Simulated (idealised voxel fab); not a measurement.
This is a process module. Its name is voxel gate over fins.
Xsec cut, 290 nm wide, square cell size 5 nm.
We lay out every cross-section as a grid of square cells and spell it out in bands from the top down, where one band means one or more rows of cells. Per band: top height and bottom height in nm, followed by the left-to-right materials and their widths in nm; "full width" marks a single material spanning edge to edge, "empty" marks empty space. Height is counted from the level 0, under which the received wafer is composed throughout of one material. The lowest of the bands is not closed at the bottom but continues downward, in the notation "z 0 and below". Graded width ("30..40"): value in top row of band = first number; value in bottom row = second number; row-to-row change constant. What does "nothing was modified" mean for a step? It means no cell of the cross-section changed in that step. Heads up: "Enclosed void entries" only lists the empty pockets with no open path to the top that are 8 cells or more, and it writes them as width x height at distance, distance from the left edge, in nm. Read whatever lies past the settings on a step's line as the simulator's own remark about the step. overlay nm: for a step with a mask, the amount by which the mask lay right of where it was planned; a negative amount means left of it.

## Intended process steps
1. RECEIVE: material Si
2. CONFORMAL_DEP: material SiN, thk nm 10
3. MASKED_ETCH: tone cover, mask id FINS, width nm 15, pitch nm 40, etch materials SiN, depth nm 10, overlay nm 0
4. MASKED_ETCH: tone cover, mask id FINS, width nm 15, pitch nm 40, etch materials Si, depth nm 30, overlay nm 0
5. FILL_DEP: material SiO2, thk nm 5
6. CMP: height nm 10
7. SELECTIVE_ETCH: etch materials SiO2, depth nm 25
8. STRIP: etch materials SiN
9. CONFORMAL_DEP: material HfO2, thk nm 5
10. CONFORMAL_DEP: material TiN, thk nm 5
11. CONFORMAL_DEP: material TiAl, thk nm 5
12. CONFORMAL_DEP: material TiN, thk nm 5
13. FILL_DEP: material W, thk nm 10
14. CMP: height nm 25
15. CONFORMAL_DEP: material SiCN, thk nm 10
Don't read the plan's thk nm for step 11 as applying to every wafer: that's the first wafer's value, and the wafers differ in it, though they all start identical.

## First of several wafers, received after step 1, in cross-section
> z 0 and below  Si full width
> Enclosed void entries: none

## Cross-sectional representation of the first of several wafers at the end of the module, i.e. after its terminal step, step 15
> z 35 to 25  SiCN full width
> z 25 to 20  W full width
> z 20 to 15  95 of W  95 of TiN  100 of W
> z 15 to 10  95 of W  5 of TiN  85 of TiAl  5 of TiN  100 of W
> z 10 to 5  95 of W  5 of TiN  5 of TiAl  35 of TiN  5 of TiAl  35 of TiN  5 of TiAl  5 of TiN  100 of W
> z 5 to 0  100 of TiN  5 of TiAl  5 of TiN  25 of HfO2  5 of TiN  5 of TiAl  5 of TiN  25 of HfO2  5 of TiN  5 of TiAl  105 of TiN
> z 0 to -5  105 of TiAl  5 of TiN  5 of HfO2  15 of Si  5 of HfO2  5 of TiN  5 of TiAl  5 of TiN  5 of HfO2  15 of Si  5 of HfO2  5 of TiN  110 of TiAl
> z -5 to -10  110 of TiN  5 of HfO2  15 of Si  5 of HfO2  15 of TiN  5 of HfO2  15 of Si  5 of HfO2  115 of TiN
> z -10 to -15  115 of HfO2  15 of Si  25 of HfO2  15 of Si  120 of HfO2
> z -15 to -30  115 of SiO2  15 of Si  25 of SiO2  15 of Si  120 of SiO2
> z -30 and below  Si full width
> Enclosed void entries: none

## Cross-sectional view, end of module, last wafer of several
> z 35 to 25  SiCN full width
> z 25 to 20  80 of W  5 of TiN  115 of TiAl  5 of TiN  85 of W
> z 20 to 15  85 of TiN  115 of TiAl  90 of TiN
> z 15 to 10  TiAl full width
> z 10 to 5  105 of TiAl  35 of TiN  5 of TiAl  35 of TiN  110 of TiAl
> z 5 to 0  105 of TiAl  5 of TiN  25 of HfO2  5 of TiN  5 of TiAl  5 of TiN  25 of HfO2  5 of TiN  110 of TiAl
> z 0 to -5  105 of TiAl  5 of TiN  5 of HfO2  15 of Si  5 of HfO2  5 of TiN  5 of TiAl  5 of TiN  5 of HfO2  15 of Si  5 of HfO2  5 of TiN  110 of TiAl
> z -5 to -10  110 of TiN  5 of HfO2  15 of Si  5 of HfO2  15 of TiN  5 of HfO2  15 of Si  5 of HfO2  115 of TiN
> z -10 to -15  115 of HfO2  15 of Si  25 of HfO2  15 of Si  120 of HfO2
> z -15 to -30  115 of SiO2  15 of Si  25 of SiO2  15 of Si  120 of SiO2
> z -30 and below  Si full width
> Enclosed void entries: none

## Gained (+) or lost (-) cells of each material since receipt, then closed voids: one row per wafer, at the end of the module
thk nm 5, +70 HfO2, -312 Si, +116 SiCN, +156 SiO2, +67 TiAl, +134 TiN, +175 W, Enclosed void entries: none
thk nm 10, +70 HfO2, -312 Si, +116 SiCN, +156 SiO2, +131 TiAl, +134 TiN, +111 W, Enclosed void entries: none
thk nm 15, +70 HfO2, -312 Si, +116 SiCN, +156 SiO2, +195 TiAl, +111 TiN, +70 W, Enclosed void entries: none
thk nm 20, +70 HfO2, -312 Si, +116 SiCN, +156 SiO2, +236 TiAl, +107 TiN, +33 W, Enclosed void entries: none
